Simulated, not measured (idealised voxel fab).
Name of the process module below: voxel gate over fins
We display cut, a cross-section 240 nm in width whose square cells are each 5 nm.
We lay out every cross-section as a grid of square cells and spell it out in bands from the top down, where one band means one or more rows of cells.
Within each band entry, the heights of the top and of the bottom of the band appear first, in that order and in nm; the materials of the band then follow from left to right, each with its corresponding width in nm. The designation "throughout" on a single material indicates that it fills the band from edge to edge; the designation "empty" indicates empty space.
Heights are measured from 0, the level below which the as-received wafer is all one material; the lowest band has no bottom and continues downward, written as in "z 0 and below".
A width given as "30 to 40" starts at the first number in the band's top row and ends at the second number in its bottom row, shifting by an equal amount at every step from row to row.
It should be understood that the words "identical to before", when stated for a given step, signify that the cross-section underwent no change in any of its cells during that step.
The entry "Closed void catalog" lists the empty spaces that cover at least 8 cells and have no open path to the top. Each is written as width x height at distance, where the distance is measured from the left edge and all three values are in nm.
Post-settings text on a step line: simulator's own remark regarding the step.
overlay nm: step with mask; distance mask lay right of planned place; negative value = left of planned place.
Guide to the pairs. Each holds a before and an after cross-section around one process step; the after cross-section is cut off at the lowest band that changed. Look under the pair for the step between them and its settings. Pairs can come from different runs of this module on the same starting wafer, so a pair follows on from the one above it only where its entry headed "Geometry before processing" says it does.
GEOMETRY BEFORE PROCESSING
    z 0 to -10 = empty (55) | Si (10) | empty (30) | Si (10) | empty (30) | Si (10) | empty (30) | Si (10) | empty (55)
    z -10 to -45 = SiO2 (55) | Si (10) | SiO2 (30) | Si (10) | SiO2 (30) | Si (10) | SiO2 (30) | Si (10) | SiO2 (55)
    z -45 and below = Si throughout
    Closed void catalog: none
RESULTING STRUCTURE
    z 5 to 0 = empty (50) | HfO2 (20) | empty (20) | HfO2 (20) | empty (20) | HfO2 (20) | empty (20) | HfO2 (20) | empty (50)
    z 0 to -5 = empty (50) | HfO2 (5) | Si (10) | HfO2 (5) | empty (20) | HfO2 (5) | Si (10) | HfO2 (5) | empty (20) | HfO2 (5) | Si (10) | HfO2 (5) | empty (20) | HfO2 (5) | Si (10) | HfO2 (5) | empty (50)
    z -5 to -10 = HfO2 (55) | Si (10) | HfO2 (30) | Si (10) | HfO2 (30) | Si (10) | HfO2 (30) | Si (10) | HfO2 (55)
    Below -10 it's all the same as before, nothing changed down there.
    Closed void catalog: none
Link between the two cross-sections above: op CONFORMAL_DEP | material HfO2 | thk nm 5
Geometry before processing: cross-section not repeated; it is the one shown after the step in the pair just above.
RESULTING STRUCTURE
    z 10 to 5 = empty (45) | TiN (30) | empty (10) | TiN (30) | empty (10) | TiN (30) | empty (10) | TiN (30) | empty (45)
    z 5 to 0 = empty (45) | TiN (5) | HfO2 (20) | TiN (5) | empty (10) | TiN (5) | HfO2 (20) | TiN (5) | empty (10) | TiN (5) | HfO2 (20) | TiN (5) | empty (10) | TiN (5) | HfO2 (20) | TiN (5) | empty (45)
    z 0 to -5 = TiN (50) | HfO2 (5) | Si (10) | HfO2 (5) | TiN (20) | HfO2 (5) | Si (10) | HfO2 (5) | TiN (20) | HfO2 (5) | Si (10) | HfO2 (5) | TiN (20) | HfO2 (5) | Si (10) | HfO2 (5) | TiN (50)
    Below -5 it's all the same as before, nothing changed down there.
    Closed void catalog: none
Link between the two cross-sections above: op CONFORMAL_DEP | material TiN | thk nm 5
Geometry before processing: cross-section not repeated; it is the one shown after the step in the pair just above.
RESULTING STRUCTURE
    z 20 to 10 = W throughout
    z 10 to 5 = W (45) | TiN (30) | W (10) | TiN (30) | W (10) | TiN (30) | W (10) | TiN (30) | W (45)
    z 5 to 0 = W (45) | TiN (5) | HfO2 (20) | TiN (5) | W (10) | TiN (5) | HfO2 (20) | TiN (5) | W (10) | TiN (5) | HfO2 (20) | TiN (5) | W (10) | TiN (5) | HfO2 (20) | TiN (5) | W (45)
    Below 0 it's all the same as before, nothing changed down there.
    Closed void catalog: none
Link between the two cross-sections above: op FILL_DEP | material W | thk nm 10
Geometry before processing: cross-section not repeated; it is the one shown after the step in the pair just above.
RESULTING STRUCTURE
    z 15 to 10 = W throughout
    Below 10 it's all the same as before, nothing changed down there.
    Closed void catalog: none
Link between the two cross-sections above: op CMP | height nm 15
Geometry before processing: cross-section not repeated; it is the one shown after the step in the pair just above.
RESULTING STRUCTURE
    z 20 to 15 = SiCN throughout
    Below 15 it's all the same as before, nothing changed down there.
    Closed void catalog: none
Link between the two cross-sections above: op CONFORMAL_DEP | material SiCN | thk nm 5
GEOMETRY BEFORE PROCESSING
    z 5 to 0 = empty (50) | SiN (15) | empty (25) | SiN (15) | empty (25) | SiN (15) | empty (25) | SiN (15) | empty (55)
    z 0 and below = Si throughout
    Closed void catalog: none
RESULTING STRUCTURE
    z 5 to 0 = empty (50) | SiN (15) | empty (25) | SiN (15) | empty (25) | SiN (15) | empty (25) | SiN (15) | empty (55)
    z 0 to -40 = empty (40) | Si (25) | empty (15) | Si (25) | empty (15) | Si (25) | empty (15) | Si (25) | empty (55)
    Below -40 it's all the same as before, nothing changed down there.
    Closed void catalog: none
Link between the two cross-sections above: op MASKED_ETCH | tone cover | mask id FINS | width nm 15 | pitch nm 40 | etch materials Si | depth nm 40 | overlay nm -10
Geometry before processing: cross-section not repeated; it is the one shown after the step in the pair just above.
RESULTING STRUCTURE
    z 5 to 0 = empty (50) | SiN (15) | empty (25) | SiN (15) | empty (25) | SiN (15) | empty (25) | SiN (15) | empty (55)
    z 0 to -5 = empty (40) | SiO2 (15) | Si (5) | SiO2 (5) | empty (15) | SiO2 (15) | Si (5) | SiO2 (5) | empty (15) | SiO2 (15) | Si (5) | SiO2 (5) | empty (15) | SiO2 (15) | Si (5) | SiO2 (5) | empty (55)
    z -5 to -40 = empty (40) | SiO2 (5) | Si (15) | SiO2 (5) | empty (15) | SiO2 (5) | Si (15) | SiO2 (5) | empty (15) | SiO2 (5) | Si (15) | SiO2 (5) | empty (15) | SiO2 (5) | Si (15) | SiO2 (5) | empty (55)
    z -40 to -45 = SiO2 (45) | Si (15) | SiO2 (25) | Si (15) | SiO2 (25) | Si (15) | SiO2 (25) | Si (15) | SiO2 (60)
    Below -45 it's all the same as before, nothing changed down there.
    Closed void catalog: none
Link between the two cross-sections above: op OXIDIZE | depth nm 5
Geometry before processing: cross-section not repeated; it is the one shown after the step in the pair just above.
RESULTING STRUCTURE
    z 20 to 5 = SiO2 throughout
    z 5 to 0 = SiO2 (50) | SiN (15) | SiO2 (25) | SiN (15) | SiO2 (25) | SiN (15) | SiO2 (25) | SiN (15) | SiO2 (55)
    z 0 to -5 = SiO2 (55) | Si (5) | SiO2 (35) | Si (5) | SiO2 (35) | Si (5) | SiO2 (35) | Si (5) | SiO2 (60)
    z -5 to -45 = SiO2 (45) | Si (15) | SiO2 (25) | Si (15) | SiO2 (25) | Si (15) | SiO2 (25) | Si (15) | SiO2 (60)
    Below -45 it's all the same as before, nothing changed down there.
    Closed void catalog: none
Link between the two cross-sections above: op FILL_DEP | material SiO2 | thk nm 15
Geometry before processing: cross-section not repeated; it is the one shown after the step in the pair just above.
RESULTING STRUCTURE
    z 5 to 0 = SiO2 (50) | SiN (15) | SiO2 (25) | SiN (15) | SiO2 (25) | SiN (15) | SiO2 (25) | SiN (15) | SiO2 (55)
    Below 0 it's all the same as before, nothing changed down there.
    Closed void catalog: none
Link between the two cross-sections above: op CMP | height nm 5
Geometry before processing: cross-section not repeated; it is the one shown after the step in the pair just above.
RESULTING STRUCTURE
    z 5 to 0 = empty (50) | SiN (15) | empty (25) | SiN (15) | empty (25) | SiN (15) | empty (25) | SiN (15) | empty (55)
    z 0 to -10 = empty (55 to 45) | Si (5 to 15) | empty (35 to 25) | Si (5 to 15) | empty (35 to 25) | Si (5 to 15) | empty (35 to 25) | Si (5 to 15) | empty (60)
    Below -10 it's all the same as before, nothing changed down there.
    Closed void catalog: none
Link between the two cross-sections above: op SELECTIVE_ETCH | etch materials SiO2 | depth nm 15
Geometry before processing: cross-section not repeated; it is the one shown after the step in the pair just above.
RESULTING STRUCTURE
    z 0 to -10 = empty (55 to 45) | Si (5 to 15) | empty (35 to 25) | Si (5 to 15) | empty (35 to 25) | Si (5 to 15) | empty (35 to 25) | Si (5 to 15) | empty (60)
    Below -10 it's all the same as before, nothing changed down there.
    Closed void catalog: none
Link between the two cross-sections above: op STRIP | etch materials SiN
Geometry before processing: cross-section not repeated; it is the one shown after the step in the pair just above.
RESULTING STRUCTURE
    z 5 to 0 = empty (50) | HfO2 (15) | empty (25) | HfO2 (15) | empty (25) | HfO2 (15) | empty (25) | HfO2 (15) | empty (55)
    z 0 to -5 = empty (40) | HfO2 (15) | Si (5) | HfO2 (5) | empty (15) | HfO2 (15) | Si (5) | HfO2 (5) | empty (15) | HfO2 (15) | Si (5) | HfO2 (5) | empty (15) | HfO2 (15) | Si (5) | HfO2 (5) | empty (55)
    z -5 to -10 = HfO2 (45) | Si (15) | HfO2 (25) | Si (15) | HfO2 (25) | Si (15) | HfO2 (25) | Si (15) | HfO2 (60)
    Below -10 it's all the same as before, nothing changed down there.
    Closed void catalog: none
Link between the two cross-sections above: op CONFORMAL_DEP | material HfO2 | thk nm 5
Geometry before processing: cross-section not repeated; it is the one shown after the step in the pair just above.
RESULTING STRUCTURE
    z 10 to 5 = empty (45) | TiN (25) | empty (15) | TiN (25) | empty (15) | TiN (25) | empty (15) | TiN (25) | empty (50)
    z 5 to 0 = empty (35) | TiN (15) | HfO2 (15) | TiN (5) | empty (5) | TiN (15) | HfO2 (15) | TiN (5) | empty (5) | TiN (15) | HfO2 (15) | TiN (5) | empty (5) | TiN (15) | HfO2 (15) | TiN (5) | empty (50)
    z 0 to -5 = TiN (40) | HfO2 (15) | Si (5) | HfO2 (5) | TiN (15) | HfO2 (15) | Si (5) | HfO2 (5) | TiN (15) | HfO2 (15) | Si (5) | HfO2 (5) | TiN (15) | HfO2 (15) | Si (5) | HfO2 (5) | TiN (55)
    Below -5 it's all the same as before, nothing changed down there.
    Closed void catalog: none
Link between the two cross-sections above: op CONFORMAL_DEP | material TiN | thk nm 5
Geometry before processing: cross-section not repeated; it is the one shown after the step in the pair just above.
RESULTING STRUCTURE
    z 20 to 10 = W throughout
    z 10 to 5 = W (45) | TiN (25) | W (15) | TiN (25) | W (15) | TiN (25) | W (15) | TiN (25) | W (50)
    z 5 to 0 = W (35) | TiN (15) | HfO2 (15) | TiN (5) | W (5) | TiN (15) | HfO2 (15) | TiN (5) | W (5) | TiN (15) | HfO2 (15) | TiN (5) | W (5) | TiN (15) | HfO2 (15) | TiN (5) | W (50)
    Below 0 it's all the same as before, nothing changed down there.
    Closed void catalog: none
Link between the two cross-sections above: op FILL_DEP | material W | thk nm 10
Geometry before processing: cross-section not repeated; it is the one shown after the step in the pair just above.
RESULTING STRUCTURE
    z 15 to 10 = W throughout
    Below 10 it's all the same as before, nothing changed down there.
    Closed void catalog: none
Link between the two cross-sections above: op CMP | height nm 15
Geometry before processing: cross-section not repeated; it is the one shown after the step in the pair just above.
RESULTING STRUCTURE
    z 20 to 15 = SiCN throughout
    Below 15 it's all the same as before, nothing changed down there.
    Closed void catalog: none
Link between the two cross-sections above: op CONFORMAL_DEP | material SiCN | thk nm 5
GEOMETRY BEFORE PROCESSING
    z 5 to 0 = empty (50) | SiN (15) | empty (25) | SiN (15) | empty (25) | SiN (15) | empty (25) | SiN (15) | empty (55)
    z 0 to -40 = empty (50) | SiO2 (5) | Si (5) | SiO2 (5) | empty (25) | SiO2 (5) | Si (5) | SiO2 (5) | empty (25) | SiO2 (5) | Si (5) | SiO2 (5) | empty (25) | SiO2 (5) | Si (5) | SiO2 (5) | empty (55)
    z -40 to -45 = SiO2 (55) | Si (5) | SiO2 (35) | Si (5) | SiO2 (35) | Si (5) | SiO2 (35) | Si (5) | SiO2 (60)
    z -45 and below = Si throughout
    Closed void catalog: none
RESULTING STRUCTURE
    z 20 to 0 = SiN throughout
    z 0 to -40 = SiN (50) | SiO2 (5) | Si (5) | SiO2 (5) | SiN (25) | SiO2 (5) | Si (5) | SiO2 (5) | SiN (25) | SiO2 (5) | Si (5) | SiO2 (5) | SiN (25) | SiO2 (5) | Si (5) | SiO2 (5) | SiN (55)
    Below -40 it's all the same as before, nothing changed down there.
    Closed void catalog: none
Link between the two cross-sections above: op FILL_DEP | material SiN | thk nm 15
Geometry before processing: cross-section not repeated; it is the one shown after the step in the pair just above.
RESULTING STRUCTURE
    z 5 to 0 = SiN throughout
    Below 0 it's all the same as before, nothing changed down there.
    Closed void catalog: none
Link between the two cross-sections above: op CMP | height nm 5
Geometry before processing: cross-section not repeated; it is the one shown after the step in the pair just above.
RESULTING STRUCTURE
    z 0 to -40 = empty (50) | SiO2 (5) | Si (5) | SiO2 (5) | empty (25) | SiO2 (5) | Si (5) | SiO2 (5) | empty (25) | SiO2 (5) | Si (5) | SiO2 (5) | empty (25) | SiO2 (5) | Si (5) | SiO2 (5) | empty (55)
    Below -40 it's all the same as before, nothing changed down there.
    Closed void catalog: none
Link between the two cross-sections above: op STRIP | etch materials SiN
Geometry before processing: cross-section not repeated; it is the one shown after the step in the pair just above.
RESULTING STRUCTURE
    z 5 to 0 = empty (45) | HfO2 (25) | empty (15) | HfO2 (25) | empty (15) | HfO2 (25) | empty (15) | HfO2 (25) | empty (50)
    z 0 to -35 = empty (45) | HfO2 (5) | SiO2 (5) | Si (5) | SiO2 (5) | HfO2 (5) | empty (15) | HfO2 (5) | SiO2 (5) | Si (5) | SiO2 (5) | HfO2 (5) | empty (15) | HfO2 (5) | SiO2 (5) | Si (5) | SiO2 (5) | HfO2 (5) | empty (15) | HfO2 (5) | SiO2 (5) | Si (5) | SiO2 (5) | HfO2 (5) | empty (50)
    z -35 to -40 = HfO2 (50) | SiO2 (5) | Si (5) | SiO2 (5) | HfO2 (25) | SiO2 (5) | Si (5) | SiO2 (5) | HfO2 (25) | SiO2 (5) | Si (5) | SiO2 (5) | HfO2 (25) | SiO2 (5) | Si (5) | SiO2 (5) | HfO2 (55)
    Below -40 it's all the same as before, nothing changed down there.
    Closed void catalog: none
Link between the two cross-sections above: op CONFORMAL_DEP | material HfO2 | thk nm 5
Geometry before processing: cross-section not repeated; it is the one shown after the step in the pair just above.
RESULTING STRUCTURE
    z 10 to 5 = empty (40) | TiN (35) | empty (5) | TiN (35) | empty (5) | TiN (35) | empty (5) | TiN (35) | empty (45)
    z 5 to 0 = empty (40) | TiN (5) | HfO2 (25) | TiN (5) | empty (5) | TiN (5) | HfO2 (25) | TiN (5) | empty (5) | TiN (5) | HfO2 (25) | TiN (5) | empty (5) | TiN (5) | HfO2 (25) | TiN (5) | empty (45)
    z 0 to -30 = empty (40) | TiN (5) | HfO2 (5) | SiO2 (5) | Si (5) | SiO2 (5) | HfO2 (5) | TiN (5) | empty (5) | TiN (5) | HfO2 (5) | SiO2 (5) | Si (5) | SiO2 (5) | HfO2 (5) | TiN (5) | empty (5) | TiN (5) | HfO2 (5) | SiO2 (5) | Si (5) | SiO2 (5) | HfO2 (5) | TiN (5) | empty (5) | TiN (5) | HfO2 (5) | SiO2 (5) | Si (5) | SiO2 (5) | HfO2 (5) | TiN (5) | empty (45)
    z -30 to -35 = TiN (45) | HfO2 (5) | SiO2 (5) | Si (5) | SiO2 (5) | HfO2 (5) | TiN (15) | HfO2 (5) | SiO2 (5) | Si (5) | SiO2 (5) | HfO2 (5) | TiN (15) | HfO2 (5) | SiO2 (5) | Si (5) | SiO2 (5) | HfO2 (5) | TiN (15) | HfO2 (5) | SiO2 (5) | Si (5) | SiO2 (5) | HfO2 (5) | TiN (50)
    Below -35 it's all the same as before, nothing changed down there.
    Closed void catalog: none
Link between the two cross-sections above: op CONFORMAL_DEP | material TiN | thk nm 5
Geometry before processing: cross-section not repeated; it is the one shown after the step in the pair just above.
RESULTING STRUCTURE
    z 20 to 10 = W throughout
    z 10 to 5 = W (40) | TiN (35) | W (5) | TiN (35) | W (5) | TiN (35) | W (5) | TiN (35) | W (45)
    z 5 to 0 = W (40) | TiN (5) | HfO2 (25) | TiN (5) | W (5) | TiN (5) | HfO2 (25) | TiN (5) | W (5) | TiN (5) | HfO2 (25) | TiN (5) | W (5) | TiN (5) | HfO2 (25) | TiN (5) | W (45)
    z 0 to -30 = W (40) | TiN (5) | HfO2 (5) | SiO2 (5) | Si (5) | SiO2 (5) | HfO2 (5) | TiN (5) | W (5) | TiN (5) | HfO2 (5) | SiO2 (5) | Si (5) | SiO2 (5) | HfO2 (5) | TiN (5) | W (5) | TiN (5) | HfO2 (5) | SiO2 (5) | Si (5) | SiO2 (5) | HfO2 (5) | TiN (5) | W (5) | TiN (5) | HfO2 (5) | SiO2 (5) | Si (5) | SiO2 (5) | HfO2 (5) | TiN (5) | W (45)
    Below -30 it's all the same as before, nothing changed down there.
    Closed void catalog: none
Link between the two cross-sections above: op FILL_DEP | material W | thk nm 10
Geometry before processing: cross-section not repeated; it is the one shown after the step in the pair just above.
RESULTING STRUCTURE
    z 15 to 10 = W throughout
    Below 10 it's all the same as before, nothing changed down there.
    Closed void catalog: none
Link between the two cross-sections above: op CMP | height nm 15
Geometry before processing: cross-section not repeated; it is the one shown after the step in the pair just above.
RESULTING STRUCTURE
    z 20 to 15 = SiCN throughout
    Below 15 it's all the same as before, nothing changed down there.
    Closed void catalog: none
Link between the two cross-sections above: op CONFORMAL_DEP | material SiCN | thk nm 5
GEOMETRY BEFORE PROCESSING
    z 5 to 0 = SiN throughout
    z 0 and below = Si throughout
    Closed void catalog: none
RESULTING STRUCTURE
    z 5 to 0 = SiN (50) | empty (15) | SiN (25) | empty (15) | SiN (25) | empty (15) | SiN (25) | empty (15) | SiN (55)
    Below 0 it's all the same as before, nothing changed down there.
    Closed void catalog: none
Link between the two cross-sections above: op MASKED_ETCH | tone open | mask id FINS | width nm 15 | pitch nm 40 | etch materials SiN | depth nm 5 | overlay nm 0
Geometry before processing: cross-section not repeated; it is the one shown after the step in the pair just above.
RESULTING STRUCTURE
    z 5 to 0 = SiN (50) | empty (15) | SiN (25) | empty (15) | SiN (25) | empty (15) | SiN (25) | empty (15) | SiN (55)
    z 0 to -5 = Si (45) | SiO2 (25) | Si (15) | SiO2 (25) | Si (15) | SiO2 (25) | Si (15) | SiO2 (25) | Si (50)
    Below -5 it's all the same as before, nothing changed down there.
    Closed void catalog: none
Link between the two cross-sections above: op OXIDIZE | depth nm 5
Geometry before processing: cross-section not repeated; it is the one shown after the step in the pair just above.
RESULTING STRUCTURE
    z 20 to 5 = SiO2 throughout
    z 5 to 0 = SiN (50) | SiO2 (15) | SiN (25) | SiO2 (15) | SiN (25) | SiO2 (15) | SiN (25) | SiO2 (15) | SiN (55)
    Below 0 it's all the same as before, nothing changed down there.
    Closed void catalog: none
Link between the two cross-sections above: op FILL_DEP | material SiO2 | thk nm 15
Geometry before processing: cross-section not repeated; it is the one shown after the step in the pair just above.
RESULTING STRUCTURE
    z 5 to 0 = SiN (50) | SiO2 (15) | SiN (25) | SiO2 (15) | SiN (25) | SiO2 (15) | SiN (25) | SiO2 (15) | SiN (55)
    Below 0 it's all the same as before, nothing changed down there.
    Closed void catalog: none
Link between the two cross-sections above: op CMP | height nm 5
Geometry before processing: cross-section not repeated; it is the one shown after the step in the pair just above.
RESULTING STRUCTURE
    z 5 to 0 = SiN (50) | empty (15) | SiN (25) | empty (15) | SiN (25) | empty (15) | SiN (25) | empty (15) | SiN (55)
    z 0 to -5 = Si (45) | empty (25) | Si (15) | empty (25) | Si (15) | empty (25) | Si (15) | empty (25) | Si (50)
    Below -5 it's all the same as before, nothing changed down there.
    Closed void catalog: none
Link between the two cross-sections above: op SELECTIVE_ETCH | etch materials SiO2 | depth nm 15
Geometry before processing: cross-section not repeated; it is the one shown after the step in the pair just above.
RESULTING STRUCTURE
    z 0 to -5 = Si (45) | empty (25) | Si (15) | empty (25) | Si (15) | empty (25) | Si (15) | empty (25) | Si (50)
    Below -5 it's all the same as before, nothing changed down there.
    Closed void catalog: none
Link between the two cross-sections above: op STRIP | etch materials SiN
Geometry before processing: cross-section not repeated; it is the one shown after the step in the pair just above.
RESULTING STRUCTURE
    z 5 to 0 = HfO2 (50) | empty (15) | HfO2 (25) | empty (15) | HfO2 (25) | empty (15) | HfO2 (25) | empty (15) | HfO2 (55)
    z 0 to -5 = Si (45) | HfO2 (25) | Si (15) | HfO2 (25) | Si (15) | HfO2 (25) | Si (15) | HfO2 (25) | Si (50)
    Below -5 it's all the same as before, nothing changed down there.
    Closed void catalog: none
Link between the two cross-sections above: op CONFORMAL_DEP | material HfO2 | thk nm 5
Geometry before processing: cross-section not repeated; it is the one shown after the step in the pair just above.
RESULTING STRUCTURE
    z 10 to 5 = TiN (55) | empty (5) | TiN (35) | empty (5) | TiN (35) | empty (5) | TiN (35) | empty (5) | TiN (60)
    z 5 to 0 = HfO2 (50) | TiN (15) | HfO2 (25) | TiN (15) | HfO2 (25) | TiN (15) | HfO2 (25) | TiN (15) | HfO2 (55)
    Below 0 it's all the same as before, nothing changed down there.
    Closed void catalog: none
Link between the two cross-sections above: op CONFORMAL_DEP | material TiN | thk nm 5
Geometry before processing: cross-section not repeated; it is the one shown after the step in the pair just above.
RESULTING STRUCTURE
    z 20 to 10 = W throughout
    z 10 to 5 = TiN (55) | W (5) | TiN (35) | W (5) | TiN (35) | W (5) | TiN (35) | W (5) | TiN (60)
    Below 5 it's all the same as before, nothing changed down there.
    Closed void catalog: none
Link between the two cross-sections above: op FILL_DEP | material W | thk nm 10
Geometry before processing: cross-section not repeated; it is the one shown after the step in the pair just above.
RESULTING STRUCTURE
    z 15 to 10 = W throughout
    Below 10 it's all the same as before, nothing changed down there.
    Closed void catalog: none
Link between the two cross-sections above: op CMP | height nm 15
Geometry before processing: cross-section not repeated; it is the one shown after the step in the pair just above.
RESULTING STRUCTURE
    z 20 to 15 = SiCN throughout
    Below 15 it's all the same as before, nothing changed down there.
    Closed void catalog: none
Link between the two cross-sections above: op CONFORMAL_DEP | material SiCN | thk nm 5
